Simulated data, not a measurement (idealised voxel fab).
voxel ribs on slabs: a process module
Square cells of 5 nm make up the cross-section cut, whose width is 250 nm.
If you're reading a cross-section in this doc, picture square cells in a grid; it comes to you as bands, top ones listed first down to the bottom, and a band can be one or more rows of cells. Band entry format. Leading values: height of top, height of bottom, nm. Remainder: materials in left-to-right order, each with its width in nm. Special words: "full width" on a single material, which then fills the band edge to edge; "air", empty space. Heights are reckoned from 0. Under this level, the received wafer is all of one material. The bottommost band is open-ended downward, for example "top 0, no bottom". So if you see something like "30->40" for the width, read it as the top row of the band sitting at the first number and the bottom row at the second, with every row in between moving by the same amount as the last. No cell of the cross-section changed in a step that is given as "remained unchanged". In the "Sealed voids" entry, you get each enclosed empty space of 8 cells or more, one with no open way to the top, written width x height at distance, distance from the left edge, in nm. It should be noted that, on the line of a given step, the content following the step's settings is a remark produced by the simulator itself with respect to that step. overlay nm, on a step with a mask: how far to the right of its planned place the mask lay; to the left if negative.
Process steps (planned):
| 1 | RECEIVE, material Si |
| 2 | DIRECTIONAL_DEP, material SiO2, thk nm 30 |
| 3 | DIRECTIONAL_DEP, material SiN, thk nm 15 |
| 4 | PATTERN, tone cover, mask id RIB, material resist, width nm 25, thk nm 15, overlay nm 0 |
| 5 | DIRECTIONAL_ETCH, etch materials SiN, depth nm 5 |
| 6 | STRIP, etch materials resist |
| 7 | MASKED_ETCH, tone cover, mask id SLAB, width nm 55, etch materials SiN, depth nm 10, overlay nm 0 |
| 8 | FILL_DEP, material SiO2, thk nm 20 |
| 9 | CMP, height nm 60 |
| 10 | DIRECTIONAL_DEP, material W, thk nm 5 |
| 11 | MASKED_ETCH, tone cover, mask id HEATER, width nm 35, etch materials W, depth nm 5, overlay nm 0 |
| 12 | CONFORMAL_DEP, material SiN, thk nm 10 |
Received-state cross-section, reflecting completion of step 1:
  top 0, no bottom = Si full width
  Sealed voids: none
First of two wafers at the end of the module, shown in cross-section; run carried out as planned:
  top 75, bottom 70 = air=95, SiN=55, air=100
  top 70, bottom 65 = SiN full width
  top 65, bottom 60 = SiN=105, W=35, SiN=110
  top 60, bottom 45 = SiO2 full width
  top 45, bottom 40 = SiO2=110, SiN=25, SiO2=115
  top 40, bottom 30 = SiO2=95, SiN=55, SiO2=100
  top 30, bottom 0 = SiO2 full width
  top 0, no bottom = Si full width
  Sealed voids: none
What the second wafer looks like in cross-section once the module is done. Its start and its plan matched the first wafer's exactly; what differed was one mistake in how it was run:
  top 75, bottom 70 = air=95, SiN=55, air=100
  top 70, bottom 65 = SiN full width
  top 65, bottom 60 = SiN=105, W=35, SiN=110
  top 60, bottom 40 = SiO2 full width
  top 40, bottom 30 = SiO2=95, SiN=15, SiO2=25, SiN=15, SiO2=100
  top 30, bottom 0 = SiO2 full width
  top 0, no bottom = Si full width
  Sealed voids: none
So what did we get wrong on this run? step 3 ran in the slot meant for step 4, and vice versa
Materials where the second wafer ends with more or fewer cells than the first: 15 fewer of SiN; 15 more of SiO2
